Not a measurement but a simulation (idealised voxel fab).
Documented hereafter: the process module known as voxel ribs on slabs.
The width of the displayed cross-section, cut, is 280 nm; its cells are square, with a size of 5 nm.
How to read a cross-section here: the picture is a grid of square cells, written as bands going from the top down, and any band can span one or more rows of cells. Heads up on the band format: heights come first, top then bottom, in nm. After that it's the materials left to right, each with its width in nm. A single material flagged "full width" fills the whole band edge to edge, and "empty" means there's empty space there. Heads up on the height convention: 0 is the point under which the incoming wafer is all one material, and the lowest band has no bottom, it just keeps going down, like "top 0, no bottom". Note: "30..40" means the width goes from the first number (top row of the band) to the second number (bottom row) in equal steps per row of cells. The cross-section has no changed cell in any step marked "stayed the same". "Sealed-off cavities" contains a list of empty spaces, each no smaller than 8 cells and without an open way to the top, written in the form width x height at distance with the distance from the left edge and all three in nm. What comes after the settings on a step's line is commentary from the simulator itself on that step. The optional step-line setting "overlay nm" applies to steps with a mask and quantifies how far to the right of its planned location the mask lay, a negative value indicating leftward placement. Pairs follow: section before one process step, section after it down to the lowest changed band, step with settings underneath. Pairs may come from different runs of this module on the same starting wafer; continuity with the pair above only as stated in the "Pre-step view" entry.
## Pre-step view
top 0, no bottom: Si full width
Sealed-off cavities: none
## Post-Step Appearance
top 25, bottom 0: SiO2 full width
Rest of section, below 0: as before.
Sealed-off cavities: none
The step that takes the structure from the upper cross-section to the lower one is op DIRECTIONAL_DEP | material SiO2 | thk nm 25
Pre-step view: This step starts from the configuration shown after the step in the pair immediately above.
## Post-Step Appearance
top 40, bottom 25: polySi full width
Rest of section, below 25: as before.
Sealed-off cavities: none
The step that takes the structure from the upper cross-section to the lower one is op DIRECTIONAL_DEP | material polySi | thk nm 15
Pre-step view: This step starts from the configuration shown after the step in the pair immediately above.
## Post-Step Appearance
top 50, bottom 40: aC full width
Rest of section, below 40: as before.
Sealed-off cavities: none
The step that takes the structure from the upper cross-section to the lower one is op DIRECTIONAL_DEP | material aC | thk nm 10
Pre-step view: This step starts from the configuration shown after the step in the pair immediately above.
## Post-Step Appearance
top 80, bottom 50: empty 130 nm, then resist 15 nm, then empty 135 nm
Rest of section, below 50: as before.
Sealed-off cavities: none
The step that takes the structure from the upper cross-section to the lower one is op PATTERN | tone cover | mask id RIB | material resist | width nm 15 | thk nm 30 | overlay nm 0
Pre-step view: This step starts from the configuration shown after the step in the pair immediately above.
## Post-Step Appearance
top 70, bottom 50: empty 130 nm, then resist 15 nm, then empty 135 nm
top 50, bottom 40: empty 130 nm, then aC 15 nm, then empty 135 nm
Rest of section, below 40: as before.
Sealed-off cavities: none
The step that takes the structure from the upper cross-section to the lower one is op DIRECTIONAL_ETCH | etch materials aC | depth nm 10
Pre-step view: This step starts from the configuration shown after the step in the pair immediately above.
## Post-Step Appearance
top 50, bottom 40: empty 130 nm, then aC 15 nm, then empty 135 nm
Rest of section, below 40: as before.
Sealed-off cavities: none
The step that takes the structure from the upper cross-section to the lower one is op STRIP | etch materials resist
Pre-step view: This step starts from the configuration shown after the step in the pair immediately above.
## Post-Step Appearance
top 50, bottom 40: empty 130 nm, then aC 15 nm, then empty 135 nm
top 40, bottom 30: empty 130 nm, then polySi 15 nm, then empty 135 nm
Rest of section, below 30: as before.
Sealed-off cavities: none
The step that takes the structure from the upper cross-section to the lower one is op DIRECTIONAL_ETCH | etch materials polySi | depth nm 10
Pre-step view: This step starts from the configuration shown after the step in the pair immediately above.
## Post-Step Appearance
top 40, bottom 30: empty 130 nm, then polySi 15 nm, then empty 135 nm
Rest of section, below 30: as before.
Sealed-off cavities: none
The step that takes the structure from the upper cross-section to the lower one is op STRIP | etch materials aC
Pre-step view: This step starts from the configuration shown after the step in the pair immediately above.
## Post-Step Appearance
top 40, bottom 30: empty 130 nm, then polySi 15 nm, then empty 135 nm
top 30, bottom 25: empty 115 nm, then polySi 45 nm, then empty 120 nm
Rest of section, below 25: as before.
Sealed-off cavities: none
The step that takes the structure from the upper cross-section to the lower one is op MASKED_ETCH | tone cover | mask id SLAB | width nm 45 | etch materials polySi | depth nm 5 | overlay nm 0
Pre-step view: This step starts from the configuration shown after the step in the pair immediately above.
## Post-Step Appearance
top 55, bottom 40: SiO2 full width
top 40, bottom 30: SiO2 130 nm, then polySi 15 nm, then SiO2 135 nm
top 30, bottom 25: SiO2 115 nm, then polySi 45 nm, then SiO2 120 nm
Rest of section, below 25: as before.
Sealed-off cavities: none
The step that takes the structure from the upper cross-section to the lower one is op FILL_DEP | material SiO2 | thk nm 15
Pre-step view: This step starts from the configuration shown after the step in the pair immediately above.
## Post-Step Appearance
top 50, bottom 40: SiO2 full width
Rest of section, below 40: as before.
Sealed-off cavities: none
The step that takes the structure from the upper cross-section to the lower one is op CMP | height nm 50
Pre-step view: This step starts from the configuration shown after the step in the pair immediately above.
## Post-Step Appearance
top 55, bottom 50: TiN full width
Rest of section, below 50: as before.
Sealed-off cavities: none
The step that takes the structure from the upper cross-section to the lower one is op DIRECTIONAL_DEP | material TiN | thk nm 5
Pre-step view: This step starts from the configuration shown after the step in the pair immediately above.
## Post-Step Appearance
top 55, bottom 50: empty 125 nm, then TiN 25 nm, then empty 130 nm
Rest of section, below 50: as before.
Sealed-off cavities: none
The step that takes the structure from the upper cross-section to the lower one is op MASKED_ETCH | tone cover | mask id HEATER | width nm 25 | etch materials TiN | depth nm 5 | overlay nm 0
Pre-step view: This step starts from the configuration shown after the step in the pair immediately above.
## Post-Step Appearance
top 65, bottom 60: empty 115 nm, then SiO2 45 nm, then empty 120 nm
top 60, bottom 55: SiO2 full width
top 55, bottom 50: SiO2 125 nm, then TiN 25 nm, then SiO2 130 nm
Rest of section, below 50: as before.
Sealed-off cavities: none
The step that takes the structure from the upper cross-section to the lower one is op CONFORMAL_DEP | material SiO2 | thk nm 10
## Pre-step view
top 40, bottom 25: polySi full width
top 25, bottom 0: SiO2 full width
top 0, no bottom: Si full width
Sealed-off cavities: none
## Post-Step Appearance
top 55, bottom 25: polySi full width
Rest of section, below 25: as before.
Sealed-off cavities: none
The step that takes the structure from the upper cross-section to the lower one is op DIRECTIONAL_DEP | material polySi | thk nm 15
Pre-step view: This step starts from the configuration shown after the step in the pair immediately above.
## Post-Step Appearance
top 65, bottom 55: aC full width
Rest of section, below 55: as before.
Sealed-off cavities: none
The step that takes the structure from the upper cross-section to the lower one is op DIRECTIONAL_DEP | material aC | thk nm 10
Pre-step view: This step starts from the configuration shown after the step in the pair immediately above.
## Post-Step Appearance
top 95, bottom 65: empty 130 nm, then resist 15 nm, then empty 135 nm
Rest of section, below 65: as before.
Sealed-off cavities: none
The step that takes the structure from the upper cross-section to the lower one is op PATTERN | tone cover | mask id RIB | material resist | width nm 15 | thk nm 30 | overlay nm 0
Pre-step view: This step starts from the configuration shown after the step in the pair immediately above.
## Post-Step Appearance
top 85, bottom 65: empty 130 nm, then resist 15 nm, then empty 135 nm
top 65, bottom 55: empty 130 nm, then aC 15 nm, then empty 135 nm
Rest of section, below 55: as before.
Sealed-off cavities: none
The step that takes the structure from the upper cross-section to the lower one is op DIRECTIONAL_ETCH | etch materials aC | depth nm 10
Pre-step view: This step starts from the configuration shown after the step in the pair immediately above.
## Post-Step Appearance
top 65, bottom 55: empty 130 nm, then aC 15 nm, then empty 135 nm
Rest of section, below 55: as before.
Sealed-off cavities: none
The step that takes the structure from the upper cross-section to the lower one is op STRIP | etch materials resist
Pre-step view: This step starts from the configuration shown after the step in the pair immediately above.
## Post-Step Appearance
top 65, bottom 55: empty 130 nm, then aC 15 nm, then empty 135 nm
top 55, bottom 45: empty 130 nm, then polySi 15 nm, then empty 135 nm
Rest of section, below 45: as before.
Sealed-off cavities: none
The step that takes the structure from the upper cross-section to the lower one is op DIRECTIONAL_ETCH | etch materials polySi | depth nm 10
Pre-step view: This step starts from the configuration shown after the step in the pair immediately above.
## Post-Step Appearance
top 55, bottom 45: empty 130 nm, then polySi 15 nm, then empty 135 nm
Rest of section, below 45: as before.
Sealed-off cavities: none
The step that takes the structure from the upper cross-section to the lower one is op STRIP | etch materials aC
Pre-step view: This step starts from the configuration shown after the step in the pair immediately above.
## Post-Step Appearance
top 55, bottom 45: empty 130 nm, then polySi 15 nm, then empty 135 nm
top 45, bottom 40: empty 115 nm, then polySi 45 nm, then empty 120 nm
Rest of section, below 40: as before.
Sealed-off cavities: none
The step that takes the structure from the upper cross-section to the lower one is op MASKED_ETCH | tone cover | mask id SLAB | width nm 45 | etch materials polySi | depth nm 5 | overlay nm 0
Pre-step view: This step starts from the configuration shown after the step in the pair immediately above.
## Post-Step Appearance
top 70, bottom 55: SiO2 full width
top 55, bottom 45: SiO2 130 nm, then polySi 15 nm, then SiO2 135 nm
top 45, bottom 40: SiO2 115 nm, then polySi 45 nm, then SiO2 120 nm
Rest of section, below 40: as before.
Sealed-off cavities: none
The step that takes the structure from the upper cross-section to the lower one is op FILL_DEP | material SiO2 | thk nm 15
Pre-step view: This step starts from the configuration shown after the step in the pair immediately above.
## Post-Step Appearance
top 50, bottom 40: SiO2 130..115 nm, then polySi 15..45 nm, then SiO2 135..120 nm
Rest of section, below 40: as before.
Sealed-off cavities: none
The step that takes the structure from the upper cross-section to the lower one is op CMP | height nm 50
Pre-step view: This step starts from the configuration shown after the step in the pair immediately above.
## Post-Step Appearance
top 55, bottom 50: TiN full width
Rest of section, below 50: as before.
Sealed-off cavities: none
The step that takes the structure from the upper cross-section to the lower one is op DIRECTIONAL_DEP | material TiN | thk nm 5
Pre-step view: This step starts from the configuration shown after the step in the pair immediately above.
## Post-Step Appearance
top 55, bottom 50: empty 125 nm, then TiN 25 nm, then empty 130 nm
Rest of section, below 50: as before.
Sealed-off cavities: none
The step that takes the structure from the upper cross-section to the lower one is op MASKED_ETCH | tone cover | mask id HEATER | width nm 25 | etch materials TiN | depth nm 5 | overlay nm 0
Pre-step view: This step starts from the configuration shown after the step in the pair immediately above.
## Post-Step Appearance
top 65, bottom 60: empty 115 nm, then SiO2 45 nm, then empty 120 nm
top 60, bottom 55: SiO2 full width
top 55, bottom 50: SiO2 125 nm, then TiN 25 nm, then SiO2 130 nm
Rest of section, below 50: as before.
Sealed-off cavities: none
The step that takes the structure from the upper cross-section to the lower one is op CONFORMAL_DEP | material SiO2 | thk nm 10
## Pre-step view
top 25, bottom 0: SiO2 full width
top 0, no bottom: Si full width
Sealed-off cavities: none
## Post-Step Appearance
top 35, bottom 25: aC full width
Rest of section, below 25: as before.
Sealed-off cavities: none
The step that takes the structure from the upper cross-section to the lower one is op DIRECTIONAL_DEP | material aC | thk nm 10
Pre-step view: This step starts from the configuration shown after the step in the pair immediately above.
## Post-Step Appearance
top 50, bottom 35: polySi full width
Rest of section, below 35: as before.
Sealed-off cavities: none
The step that takes the structure from the upper cross-section to the lower one is op DIRECTIONAL_DEP | material polySi | thk nm 15
Pre-step view: This step starts from the configuration shown after the step in the pair immediately above.
## Post-Step Appearance
top 80, bottom 50: empty 130 nm, then resist 15 nm, then empty 135 nm
Rest of section, below 50: as before.
Sealed-off cavities: none
The step that takes the structure from the upper cross-section to the lower one is op PATTERN | tone cover | mask id RIB | material resist | width nm 15 | thk nm 30 | overlay nm 0
Pre-step view: This step starts from the configuration shown after the step in the pair immediately above.
## Post-Step Appearance
top 70, bottom 50: empty 130 nm, then resist 15 nm, then empty 135 nm
Rest of section, below 50: as before.
Sealed-off cavities: none
The step that takes the structure from the upper cross-section to the lower one is op DIRECTIONAL_ETCH | etch materials aC | depth nm 10
Pre-step view: This step starts from the configuration shown after the step in the pair immediately above.
## Post-Step Appearance
top 50, bottom 35: polySi full width
Rest of section, below 35: as before.
Sealed-off cavities: none
The step that takes the structure from the upper cross-section to the lower one is op STRIP | etch materials resist
Pre-step view: This step starts from the configuration shown after the step in the pair immediately above.
## Post-Step Appearance
top 40, bottom 35: polySi full width
Rest of section, below 35: as before.
Sealed-off cavities: none
The step that takes the structure from the upper cross-section to the lower one is op DIRECTIONAL_ETCH | etch materials polySi | depth nm 10
Pre-step view: This step starts from the configuration shown after the step in the pair immediately above.
## Post-Step Appearance
top 40, bottom 35: empty 115 nm, then polySi 45 nm, then empty 120 nm
Rest of section, below 35: as before.
Sealed-off cavities: none
The step that takes the structure from the upper cross-section to the lower one is op MASKED_ETCH | tone cover | mask id SLAB | width nm 45 | etch materials polySi | depth nm 5 | overlay nm 0
Pre-step view: This step starts from the configuration shown after the step in the pair immediately above.
## Post-Step Appearance
top 55, bottom 40: SiO2 full width
top 40, bottom 35: SiO2 115 nm, then polySi 45 nm, then SiO2 120 nm
Rest of section, below 35: as before.
Sealed-off cavities: none
The step that takes the structure from the upper cross-section to the lower one is op FILL_DEP | material SiO2 | thk nm 15
Pre-step view: This step starts from the configuration shown after the step in the pair immediately above.
## Post-Step Appearance
top 50, bottom 40: SiO2 full width
Rest of section, below 40: as before.
Sealed-off cavities: none
The step that takes the structure from the upper cross-section to the lower one is op CMP | height nm 50
Pre-step view: This step starts from the configuration shown after the step in the pair immediately above.
## Post-Step Appearance
top 55, bottom 50: TiN full width
Rest of section, below 50: as before.
Sealed-off cavities: none
The step that takes the structure from the upper cross-section to the lower one is op DIRECTIONAL_DEP | material TiN | thk nm 5
Pre-step view: This step starts from the configuration shown after the step in the pair immediately above.
## Post-Step Appearance
top 55, bottom 50: empty 125 nm, then TiN 25 nm, then empty 130 nm
Rest of section, below 50: as before.
Sealed-off cavities: none
The step that takes the structure from the upper cross-section to the lower one is op MASKED_ETCH | tone cover | mask id HEATER | width nm 25 | etch materials TiN | depth nm 5 | overlay nm 0
Pre-step view: This step starts from the configuration shown after the step in the pair immediately above.
## Post-Step Appearance
top 65, bottom 60: empty 115 nm, then SiO2 45 nm, then empty 120 nm
top 60, bottom 55: SiO2 full width
top 55, bottom 50: SiO2 125 nm, then TiN 25 nm, then SiO2 130 nm
Rest of section, below 50: as before.
Sealed-off cavities: none
The step that takes the structure from the upper cross-section to the lower one is op CONFORMAL_DEP | material SiO2 | thk nm 10
## Pre-step view
top 0, no bottom: Si full width
Sealed-off cavities: none
## Post-Step Appearance
top 20, bottom 0: SiO2 full width
Rest of section, below 0: as before.
Sealed-off cavities: none
The step that takes the structure from the upper cross-section to the lower one is op DIRECTIONAL_DEP | material SiO2 | thk nm 20
Pre-step view: This step starts from the configuration shown after the step in the pair immediately above.
## Post-Step Appearance
top 35, bottom 20: polySi full width
Rest of section, below 20: as before.
Sealed-off cavities: none
The step that takes the structure from the upper cross-section to the lower one is op DIRECTIONAL_DEP | material polySi | thk nm 15
Pre-step view: This step starts from the configuration shown after the step in the pair immediately above.
## Post-Step Appearance
top 45, bottom 35: aC full width
Rest of section, below 35: as before.
Sealed-off cavities: none
The step that takes the structure from the upper cross-section to the lower one is op DIRECTIONAL_DEP | material aC | thk nm 10
Pre-step view: This step starts from the configuration shown after the step in the pair immediately above.
## Post-Step Appearance
top 75, bottom 45: empty 130 nm, then resist 15 nm, then empty 135 nm
Rest of section, below 45: as before.
Sealed-off cavities: none
The step that takes the structure from the upper cross-section to the lower one is op PATTERN | tone cover | mask id RIB | material resist | width nm 15 | thk nm 30 | overlay nm 0
Pre-step view: This step starts from the configuration shown after the step in the pair immediately above.
## Post-Step Appearance
top 65, bottom 45: empty 130 nm, then resist 15 nm, then empty 135 nm
top 45, bottom 35: empty 130 nm, then aC 15 nm, then empty 135 nm
Rest of section, below 35: as before.
Sealed-off cavities: none
The step that takes the structure from the upper cross-section to the lower one is op DIRECTIONAL_ETCH | etch materials aC | depth nm 10
Pre-step view: This step starts from the configuration shown after the step in the pair immediately above.
## Post-Step Appearance
top 45, bottom 35: empty 130 nm, then aC 15 nm, then empty 135 nm
Rest of section, below 35: as before.
Sealed-off cavities: none
The step that takes the structure from the upper cross-section to the lower one is op STRIP | etch materials resist
Pre-step view: This step starts from the configuration shown after the step in the pair immediately above.
## Post-Step Appearance
top 45, bottom 35: empty 130 nm, then aC 15 nm, then empty 135 nm
top 35, bottom 25: empty 130 nm, then polySi 15 nm, then empty 135 nm
Rest of section, below 25: as before.
Sealed-off cavities: none
The step that takes the structure from the upper cross-section to the lower one is op DIRECTIONAL_ETCH | etch materials polySi | depth nm 10
Pre-step view: This step starts from the configuration shown after the step in the pair immediately above.
## Post-Step Appearance
top 35, bottom 25: empty 130 nm, then polySi 15 nm, then empty 135 nm
Rest of section, below 25: as before.
Sealed-off cavities: none
The step that takes the structure from the upper cross-section to the lower one is op STRIP | etch materials aC
Pre-step view: This step starts from the configuration shown after the step in the pair immediately above.
## Post-Step Appearance
top 35, bottom 25: empty 130 nm, then polySi 15 nm, then empty 135 nm
top 25, bottom 20: empty 115 nm, then polySi 45 nm, then empty 120 nm
Rest of section, below 20: as before.
Sealed-off cavities: none
The step that takes the structure from the upper cross-section to the lower one is op MASKED_ETCH | tone cover | mask id SLAB | width nm 45 | etch materials polySi | depth nm 5 | overlay nm 0
Pre-step view: This step starts from the configuration shown after the step in the pair immediately above.
## Post-Step Appearance
top 50, bottom 35: SiO2 full width
top 35, bottom 25: SiO2 130 nm, then polySi 15 nm, then SiO2 135 nm
top 25, bottom 20: SiO2 115 nm, then polySi 45 nm, then SiO2 120 nm
Rest of section, below 20: as before.
Sealed-off cavities: none
The step that takes the structure from the upper cross-section to the lower one is op FILL_DEP | material SiO2 | thk nm 15
Pre-step view: This step starts from the configuration shown after the step in the pair immediately above.
## Post-Step Appearance
top 55, bottom 50: TiN full width
Rest of section, below 50: as before.
Sealed-off cavities: none
The step that takes the structure from the upper cross-section to the lower one is op DIRECTIONAL_DEP | material TiN | thk nm 5
Pre-step view: This step starts from the configuration shown after the step in the pair immediately above.
## Post-Step Appearance
top 55, bottom 50: empty 125 nm, then TiN 25 nm, then empty 130 nm
Rest of section, below 50: as before.
Sealed-off cavities: none
The step that takes the structure from the upper cross-section to the lower one is op MASKED_ETCH | tone cover | mask id HEATER | width nm 25 | etch materials TiN | depth nm 5 | overlay nm 0
Pre-step view: This step starts from the configuration shown after the step in the pair immediately above.
## Post-Step Appearance
top 65, bottom 60: empty 115 nm, then SiO2 45 nm, then empty 120 nm
top 60, bottom 55: SiO2 full width
top 55, bottom 50: SiO2 125 nm, then TiN 25 nm, then SiO2 130 nm
Rest of section, below 50: as before.
Sealed-off cavities: none
The step that takes the structure from the upper cross-section to the lower one is op CONFORMAL_DEP | material SiO2 | thk nm 10
## Pre-step view
top 55, bottom 50: TiN full width
top 50, bottom 40: SiO2 full width
top 40, bottom 30: SiO2 130 nm, then polySi 15 nm, then SiO2 135 nm
top 30, bottom 25: SiO2 115 nm, then polySi 45 nm, then SiO2 120 nm
top 25, bottom 0: SiO2 full width
top 0, no bottom: Si full width
Sealed-off cavities: none
## Post-Step Appearance
top 55, bottom 50: empty 125 nm, then TiN 30 nm, then empty 125 nm
Rest of section, below 50: as before.
Sealed-off cavities: none
The step that takes the structure from the upper cross-section to the lower one is op MASKED_ETCH | tone cover | mask id HEATER | width nm 30 | etch materials TiN | depth nm 5 | overlay nm 0
Pre-step view: This step starts from the configuration shown after the step in the pair immediately above.
## Post-Step Appearance
top 65, bottom 60: empty 115 nm, then SiO2 50 nm, then empty 115 nm
top 60, bottom 55: SiO2 full width
top 55, bottom 50: SiO2 125 nm, then TiN 30 nm, then SiO2 125 nm
Rest of section, below 50: as before.
Sealed-off cavities: none
The step that takes the structure from the upper cross-section to the lower one is op CONFORMAL_DEP | material SiO2 | thk nm 10
## Pre-step view
top 55, bottom 50: TiN full width
top 50, bottom 40: SiO2 full width
top 40, bottom 30: SiO2 130 nm, then polySi 15 nm, then SiO2 135 nm
top 30, bottom 25: SiO2 115 nm, then polySi 45 nm, then SiO2 120 nm
top 25, bottom 0: SiO2 full width
top 0, no bottom: Si full width
Sealed-off cavities: none
## Post-Step Appearance
top 55, bottom 50: empty 115 nm, then TiN 25 nm, then empty 140 nm
Rest of section, below 50: as before.
Sealed-off cavities: none
The step that takes the structure from the upper cross-section to the lower one is op MASKED_ETCH | tone cover | mask id HEATER | width nm 25 | etch materials TiN | depth nm 5 | overlay nm -10
Pre-step view: This step starts from the configuration shown after the step in the pair immediately above.
## Post-Step Appearance
top 65, bottom 60: empty 105 nm, then SiO2 45 nm, then empty 130 nm
top 60, bottom 55: SiO2 full width
top 55, bottom 50: SiO2 115 nm, then TiN 25 nm, then SiO2 140 nm
Rest of section, below 50: as before.
Sealed-off cavities: none
The step that takes the structure from the upper cross-section to the lower one is op CONFORMAL_DEP | material SiO2 | thk nm 10
## Pre-step view
top 0, no bottom: Si full width
Sealed-off cavities: none
## Post-Step Appearance
top 25, bottom 0: TiN full width
Rest of section, below 0: as before.
Sealed-off cavities: none
The step that takes the structure from the upper cross-section to the lower one is op DIRECTIONAL_DEP | material TiN | thk nm 25
Pre-step view: This step starts from the configuration shown after the step in the pair immediately above.
## Post-Step Appearance
top 40, bottom 25: polySi full width
Rest of section, below 25: as before.
Sealed-off cavities: none
The step that takes the structure from the upper cross-section to the lower one is op DIRECTIONAL_DEP | material polySi | thk nm 15
Pre-step view: This step starts from the configuration shown after the step in the pair immediately above.
## Post-Step Appearance
top 50, bottom 40: aC full width
Rest of section, below 40: as before.
Sealed-off cavities: none
The step that takes the structure from the upper cross-section to the lower one is op DIRECTIONAL_DEP | material aC | thk nm 10
Pre-step view: This step starts from the configuration shown after the step in the pair immediately above.
## Post-Step Appearance
top 80, bottom 50: empty 130 nm, then resist 15 nm, then empty 135 nm
Rest of section, below 50: as before.
Sealed-off cavities: none
The step that takes the structure from the upper cross-section to the lower one is op PATTERN | tone cover | mask id RIB | material resist | width nm 15 | thk nm 30 | overlay nm 0
Pre-step view: This step starts from the configuration shown after the step in the pair immediately above.
## Post-Step Appearance
top 70, bottom 50: empty 130 nm, then resist 15 nm, then empty 135 nm
top 50, bottom 40: empty 130 nm, then aC 15 nm, then empty 135 nm
Rest of section, below 40: as before.
Sealed-off cavities: none
The step that takes the structure from the upper cross-section to the lower one is op DIRECTIONAL_ETCH | etch materials aC | depth nm 10
Pre-step view: This step starts from the configuration shown after the step in the pair immediately above.
## Post-Step Appearance
top 50, bottom 40: empty 130 nm, then aC 15 nm, then empty 135 nm
Rest of section, below 40: as before.
Sealed-off cavities: none
The step that takes the structure from the upper cross-section to the lower one is op STRIP | etch materials resist
Pre-step view: This step starts from the configuration shown after the step in the pair immediately above.
## Post-Step Appearance
top 50, bottom 40: empty 130 nm, then aC 15 nm, then empty 135 nm
top 40, bottom 30: empty 130 nm, then polySi 15 nm, then empty 135 nm
Rest of section, below 30: as before.
Sealed-off cavities: none
The step that takes the structure from the upper cross-section to the lower one is op DIRECTIONAL_ETCH | etch materials polySi | depth nm 10
Pre-step view: This step starts from the configuration shown after the step in the pair immediately above.
## Post-Step Appearance
top 40, bottom 30: empty 130 nm, then polySi 15 nm, then empty 135 nm
Rest of section, below 30: as before.
Sealed-off cavities: none
The step that takes the structure from the upper cross-section to the lower one is op STRIP | etch materials aC
Pre-step view: This step starts from the configuration shown after the step in the pair immediately above.
## Post-Step Appearance
top 40, bottom 30: empty 130 nm, then polySi 15 nm, then empty 135 nm
top 30, bottom 25: empty 115 nm, then polySi 45 nm, then empty 120 nm
Rest of section, below 25: as before.
Sealed-off cavities: none
The step that takes the structure from the upper cross-section to the lower one is op MASKED_ETCH | tone cover | mask id SLAB | width nm 45 | etch materials polySi | depth nm 5 | overlay nm 0
Pre-step view: This step starts from the configuration shown after the step in the pair immediately above.
## Post-Step Appearance
top 55, bottom 40: SiO2 full width
top 40, bottom 30: SiO2 130 nm, then polySi 15 nm, then SiO2 135 nm
top 30, bottom 25: SiO2 115 nm, then polySi 45 nm, then SiO2 120 nm
Rest of section, below 25: as before.
Sealed-off cavities: none
The step that takes the structure from the upper cross-section to the lower one is op FILL_DEP | material SiO2 | thk nm 15
Pre-step view: This step starts from the configuration shown after the step in the pair immediately above.
## Post-Step Appearance
top 50, bottom 40: SiO2 full width
Rest of section, below 40: as before.
Sealed-off cavities: none
The step that takes the structure from the upper cross-section to the lower one is op CMP | height nm 50
Pre-step view: This step starts from the configuration shown after the step in the pair immediately above.
## Post-Step Appearance
top 55, bottom 50: TiN full width
Rest of section, below 50: as before.
Sealed-off cavities: none
The step that takes the structure from the upper cross-section to the lower one is op DIRECTIONAL_DEP | material TiN | thk nm 5
Pre-step view: This step starts from the configuration shown after the step in the pair immediately above.
## Post-Step Appearance
top 55, bottom 50: empty 125 nm, then TiN 25 nm, then empty 130 nm
Rest of section, below 50: as before.
Sealed-off cavities: none
The step that takes the structure from the upper cross-section to the lower one is op MASKED_ETCH | tone cover | mask id HEATER | width nm 25 | etch materials TiN | depth nm 5 | overlay nm 0
Pre-step view: This step starts from the configuration shown after the step in the pair immediately above.
## Post-Step Appearance
top 65, bottom 60: empty 115 nm, then SiO2 45 nm, then empty 120 nm
top 60, bottom 55: SiO2 full width
top 55, bottom 50: SiO2 125 nm, then TiN 25 nm, then SiO2 130 nm
Rest of section, below 50: as before.
Sealed-off cavities: none
The step that takes the structure from the upper cross-section to the lower one is op CONFORMAL_DEP | material SiO2 | thk nm 10
## Pre-step view
top 55, bottom 50: TiN full width
top 50, bottom 40: SiO2 full width
top 40, bottom 30: SiO2 130 nm, then polySi 15 nm, then SiO2 135 nm
top 30, bottom 25: SiO2 115 nm, then polySi 45 nm, then SiO2 120 nm
top 25, bottom 0: SiO2 full width
top 0, no bottom: Si full width
Sealed-off cavities: none
## Post-Step Appearance
top 55, bottom 50: TiN 125 nm, then empty 25 nm, then TiN 130 nm
Rest of section, below 50: as before.
Sealed-off cavities: none
The step that takes the structure from the upper cross-section to the lower one is op MASKED_ETCH | tone open | mask id HEATER | width nm 25 | etch materials TiN | depth nm 5 | overlay nm 0
Pre-step view: This step starts from the configuration shown after the step in the pair immediately above.
## Post-Step Appearance
top 65, bottom 60: SiO2 135 nm, then empty 5 nm, then SiO2 140 nm
top 60, bottom 55: SiO2 full width
top 55, bottom 50: TiN 125 nm, then SiO2 25 nm, then TiN 130 nm
Rest of section, below 50: as before.
Sealed-off cavities: none
The step that takes the structure from the upper cross-section to the lower one is op CONFORMAL_DEP | material SiO2 | thk nm 10
